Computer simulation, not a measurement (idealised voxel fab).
This is a process module. Its name is voxel transistor to metal.
200 nm wide, 5 nm square cells: that's cross-section cut.
Cross-section, as written here: a square-cell grid given band by band from the top down, where a band holds one or more rows of cells. Band: top height; bottom height; in nm. Then, left to right: material with width in nm, for each material. "full width": a single material spanning edge to edge. "empty": empty space. Zero point of the height axis is 0; under it, received wafer = one material. Lowest band: continues down indefinitely, "0 nm and below". Read "30..40" as a graded width: first number on top, second number at the bottom, same change between each pair of neighbouring rows. The designation "no modification", where it is given for a processing step, indicates that no cell of the cross-section was altered in the course of that step. Each empty space that has no open way to the top and spans at least 8 cells appears under "Closed voids list" as width x height at distance, the distance counted from the left edge, all in nm. Formally, on a step line, whatever follows the settings is a remark that the simulator itself makes on the step. overlay nm: right-of-plan distance of the mask on a masked step; negative values mean left-of-plan.
## Below is the list of planned process steps
1: RECEIVE: material Si
2: CONFORMAL_DEP: material SiO2, thk nm 5
3: CONFORMAL_DEP: material SiN, thk nm 15
4: MASKED_ETCH: tone cover, mask id ACTIVE, width nm 110, etch materials SiN, depth nm 15, overlay nm 0
5: MASKED_ETCH: tone cover, mask id ACTIVE, width nm 110, etch materials SiO2, depth nm 5, overlay nm 0
6: MASKED_ETCH: tone cover, mask id ACTIVE, width nm 110, etch materials Si, depth nm 30, overlay nm 0
7: FILL_DEP: material SiO2, thk nm 15
8: CMP: height nm 20
9: SELECTIVE_ETCH: etch materials SiO2, depth nm 5
10: STRIP: etch materials SiN
11: SELECTIVE_ETCH: etch materials SiO2, depth nm 5
12: OXIDIZE: depth nm 5
13: DIRECTIONAL_DEP: material polySi, thk nm 20
14: DIRECTIONAL_DEP: material SiCN, thk nm 10
15: PATTERN: tone cover, mask id GATE, material resist, width nm 20, thk nm 20, overlay nm 0
16: DIRECTIONAL_ETCH: etch materials SiCN, depth nm 20
17: DIRECTIONAL_ETCH: etch materials polySi, depth nm 30
18: STRIP: etch materials resist
19: CONFORMAL_DEP: material SiN, thk nm 5
20: DIRECTIONAL_ETCH: etch materials SiN, depth nm 5
21: DIRECTIONAL_ETCH: etch materials SiO2, depth nm 5
22: DIRECTIONAL_ETCH: etch materials Si, depth nm 10
23: EPI: material SiGe, thk nm 10
24: FILL_DEP: material SiO2, thk nm 10
25: CMP: height nm 30
26: DIRECTIONAL_DEP: material SiO2, thk nm 10
27: MASKED_ETCH: tone open, mask id CONTACT, width nm 15, pitch nm 75, etch materials SiO2, depth nm 45, overlay nm 0
28: CONFORMAL_DEP: material TiN, thk nm 5
29: FILL_DEP: material W, thk nm 10
30: CMP: height nm 40
31: CONFORMAL_DEP: material SiCN, thk nm 5
32: DIRECTIONAL_DEP: material lowk, thk nm 20
33: MASKED_ETCH: tone open, mask id METAL_1, width nm 15, pitch nm 75, etch materials lowk, depth nm 20, overlay nm 0
34: MASKED_ETCH: tone open, mask id METAL_1, width nm 15, pitch nm 75, etch materials SiCN, depth nm 5, overlay nm 0
35: CONFORMAL_DEP: material TiN, thk nm 5
36: FILL_DEP: material Cu, thk nm 5
37: CMP: height nm 65
38: EPI: material Ru, thk nm 5
39: FILL_DEP: material SiCN, thk nm 5
## The cross-section here shows the wafer as received, i.e. in its state after step 1
- 0 nm and below | Si full width
- Closed voids list: none
## As-planned run: cross-section of the first of two wafers at end of module
- 75 nm to 70 nm | SiCN full width
- 70 nm to 65 nm | 50 SiCN; 25 Ru; 50 SiCN; 25 Ru; 50 SiCN
- 65 nm to 45 nm | 55 lowk; 5 TiN; 5 Cu; 5 TiN; 60 lowk; 5 TiN; 5 Cu; 5 TiN; 55 lowk
- 45 nm to 40 nm | 55 SiCN; 15 TiN; 60 SiCN; 15 TiN; 55 SiCN
- 40 nm to 30 nm | 55 SiO2; 5 TiN; 5 W; 5 TiN; 60 SiO2; 5 TiN; 5 W; 5 TiN; 55 SiO2
- 30 nm to 20 nm | 55 SiO2; 5 TiN; 5 W; 5 TiN; 15 SiO2; 5 SiN; 20 SiCN; 5 SiN; 15 SiO2; 5 TiN; 5 W; 5 TiN; 55 SiO2
- 20 nm to 10 nm | 55 SiO2; 5 TiN; 5 W; 5 TiN; 15 SiO2; 5 SiN; 20 polySi; 5 SiN; 15 SiO2; 5 TiN; 5 W; 5 TiN; 55 SiO2
- 10 nm to 5 nm | 40 SiO2; 5 SiN; 10 SiO2; 5 TiN; 5 W; 5 TiN; 15 SiO2; 5 SiN; 20 polySi; 5 SiN; 15 SiO2; 5 TiN; 5 W; 5 TiN; 10 SiO2; 5 SiN; 40 SiO2
- 5 nm to 0 nm | 40 SiO2; 5 SiN; 10 SiO2; 5 TiN; 5 W; 5 TiN; 5 SiO2; 10 SiGe; 5 SiN; 20 polySi; 5 SiN; 10 SiGe; 5 SiO2; 5 TiN; 5 W; 5 TiN; 10 SiO2; 5 SiN; 40 SiO2
- 0 nm to -5 nm | 55 SiO2; 15 TiN; 5 SiO2; 10 SiGe; 30 SiO2; 10 SiGe; 5 SiO2; 15 TiN; 55 SiO2
- -5 nm to -15 nm | 45 SiO2; 40 SiGe; 30 Si; 40 SiGe; 45 SiO2
- -15 nm to -30 nm | 45 SiO2; 110 Si; 45 SiO2
- -30 nm and below | Si full width
- Closed voids list: none
## End-of-module cross-section of the second wafer: identical starting point and process plan to the first, with one processing mistake
- 75 nm to 70 nm | SiCN full width
- 70 nm to 65 nm | 50 SiCN; 25 Ru; 50 SiCN; 25 Ru; 50 SiCN
- 65 nm to 45 nm | 55 lowk; 5 TiN; 5 Cu; 5 TiN; 60 lowk; 5 TiN; 5 Cu; 5 TiN; 55 lowk
- 45 nm to 40 nm | 55 SiCN; 15 TiN; 60 SiCN; 15 TiN; 55 SiCN
- 40 nm to 30 nm | 55 SiO2; 5 TiN; 5 W; 5 TiN; 60 SiO2; 5 TiN; 5 W; 5 TiN; 55 SiO2
- 30 nm to 20 nm | 55 SiO2; 5 TiN; 5 W; 5 TiN; 15 SiO2; 5 SiN; 20 SiCN; 5 SiN; 15 SiO2; 5 TiN; 5 W; 5 TiN; 55 SiO2
- 20 nm to 10 nm | 55 SiO2; 5 TiN; 5 W; 5 TiN; 15 SiO2; 5 SiN; 20 polySi; 5 SiN; 15 SiO2; 5 TiN; 5 W; 5 TiN; 55 SiO2
- 10 nm to 5 nm | 40 SiO2; 5 SiN; 10 SiO2; 5 TiN; 5 W; 5 TiN; 15 SiO2; 5 SiN; 20 polySi; 5 SiN; 15 SiO2; 5 TiN; 5 W; 5 TiN; 10 SiO2; 5 SiN; 40 SiO2
- 5 nm to 0 nm | 40 SiO2; 5 SiN; 10 SiO2; 5 TiN; 5 W; 5 TiN; 5 SiO2; 10 SiGe; 5 SiN; 20 polySi; 5 SiN; 10 SiGe; 5 SiO2; 5 TiN; 5 W; 5 TiN; 10 SiO2; 5 SiN; 40 SiO2
- 0 nm to -5 nm | 55 SiO2; 15 TiN; 5 SiO2; 10 SiGe; 30 SiO2; 10 SiGe; 5 SiO2; 15 TiN; 55 SiO2
- -5 nm to -15 nm | 45 SiO2; 40 SiGe; 30 Si; 40 SiGe; 45 SiO2
- -15 nm to -60 nm | 45 SiO2; 110 Si; 45 SiO2
- -60 nm and below | Si full width
- Closed voids list: none
Which mistake was made when the wafer was run? the plan's step 6 ran twice
End check, counted in cells, second wafer has more or fewer of these materials than the first: 108 fewer of Si, 108 more of SiO2
